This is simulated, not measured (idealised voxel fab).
process module | voxel double patterning
cross-section cut | 270 nm wide | cells 5 nm
A cross-section is a grid of square cells, given in bands from the top down. A band is one or more rows of cells.
Each band's line starts with the height of the band's top and of its bottom, in nm. Then come its materials from left to right, each with its width in nm. One material with "throughout" fills the band from edge to edge. "air" is empty space.
Height 0 is the level under which the wafer as received is all one material. The lowest band goes on downwards, as in "0 down".
A width such as "30 to 40" changes by the same amount from each row of cells to the next, from the band's top row to its bottom row.
"no change" after a step means that no cell of the cross-section changed.
closed voids: empty space of 8 cells or more with no open way to the top, each as width x height at its distance from the left edge, in nm
after a step's settings: what the simulator itself notes on the step
overlay nm, on a step with a mask: how far to the right of its planned place the mask lay; to the left if negative
plan
1 op RECEIVE | material Si
2 op CONFORMAL_DEP | material SiN | thk nm 5
3 op DIRECTIONAL_DEP | material SiO2 | thk nm 15
4 op DIRECTIONAL_DEP | material SiCN | thk nm 5
5 op PATTERN | tone open | mask id FIRST | material resist | width nm 15 | pitch nm 50 | thk nm 20 | overlay nm 0
6 op DIRECTIONAL_ETCH | etch materials SiCN | depth nm 5
7 op STRIP | etch materials resist
8 op PATTERN | tone open | mask id SECOND | material resist | width nm 15 | thk nm 20 | overlay nm 0
9 op DIRECTIONAL_ETCH | etch materials SiCN | depth nm 5
10 op STRIP | etch materials resist
11 op DIRECTIONAL_ETCH | etch materials SiO2 | depth nm 15
12 op STRIP | etch materials SiCN
first wafer, as planned
as received, after step 1
  0 down: Si throughout
  closed voids: none
after step 2
  5 to 0: SiN throughout
  below 0: unchanged
after step 3
  20 to 5: SiO2 throughout
  below 5: unchanged
after step 4
  25 to 20: SiCN throughout
  below 20: unchanged
after step 5
  45 to 25: resist 100 | air 15 | resist 35 | air 15 | resist 105
  below 25: unchanged
after step 6
  45 to 25: resist 100 | air 15 | resist 35 | air 15 | resist 105
  25 to 20: SiCN 100 | air 15 | SiCN 35 | air 15 | SiCN 105
  below 20: unchanged
after step 7
  25 to 20: SiCN 100 | air 15 | SiCN 35 | air 15 | SiCN 105
  below 20: unchanged
after step 8
  45 to 25: resist 125 | air 15 | resist 130
  25 to 20: SiCN 100 | resist 15 | SiCN 35 | resist 15 | SiCN 105
  below 20: unchanged
after step 9
  45 to 25: resist 125 | air 15 | resist 130
  25 to 20: SiCN 100 | resist 15 | SiCN 10 | air 15 | SiCN 10 | resist 15 | SiCN 105
  below 20: unchanged
after step 10
  25 to 20: SiCN 100 | air 15 | SiCN 10 | air 15 | SiCN 10 | air 15 | SiCN 105
  below 20: unchanged
after step 11
  25 to 20: SiCN 100 | air 15 | SiCN 10 | air 15 | SiCN 10 | air 15 | SiCN 105
  20 to 5: SiO2 100 | air 15 | SiO2 10 | air 15 | SiO2 10 | air 15 | SiO2 105
  below 5: unchanged
after step 12
  20 to 5: SiO2 100 | air 15 | SiO2 10 | air 15 | SiO2 10 | air 15 | SiO2 105
  below 5: unchanged
second wafer: like start, like plan, one mistake. Through step 7 it matches the first wafer
when step 8 should have ended
  45 to 25: resist 120 | air 25 | resist 125
  25 to 20: SiCN 100 | resist 15 | SiCN 35 | resist 15 | SiCN 105
  below 20: unchanged
when step 9 should have ended
  45 to 25: resist 120 | air 25 | resist 125
  25 to 20: SiCN 100 | resist 15 | SiCN 5 | air 25 | SiCN 5 | resist 15 | SiCN 105
  below 20: unchanged
when step 10 should have ended
  25 to 20: SiCN 100 | air 15 | SiCN 5 | air 25 | SiCN 5 | air 15 | SiCN 105
  below 20: unchanged
when step 11 should have ended
  25 to 20: SiCN 100 | air 15 | SiCN 5 | air 25 | SiCN 5 | air 15 | SiCN 105
  20 to 5: SiO2 100 | air 15 | SiO2 5 | air 25 | SiO2 5 | air 15 | SiO2 105
  below 5: unchanged
when step 12 should have ended
  20 to 5: SiO2 100 | air 15 | SiO2 5 | air 25 | SiO2 5 | air 15 | SiO2 105
  below 5: unchanged
what went wrong: step 8 ran as: op PATTERN | tone open | mask id SECOND | material resist | width nm 25 | thk nm 20 | overlay nm 0
at the end the second wafer has, in cells: 6 fewer of SiO2
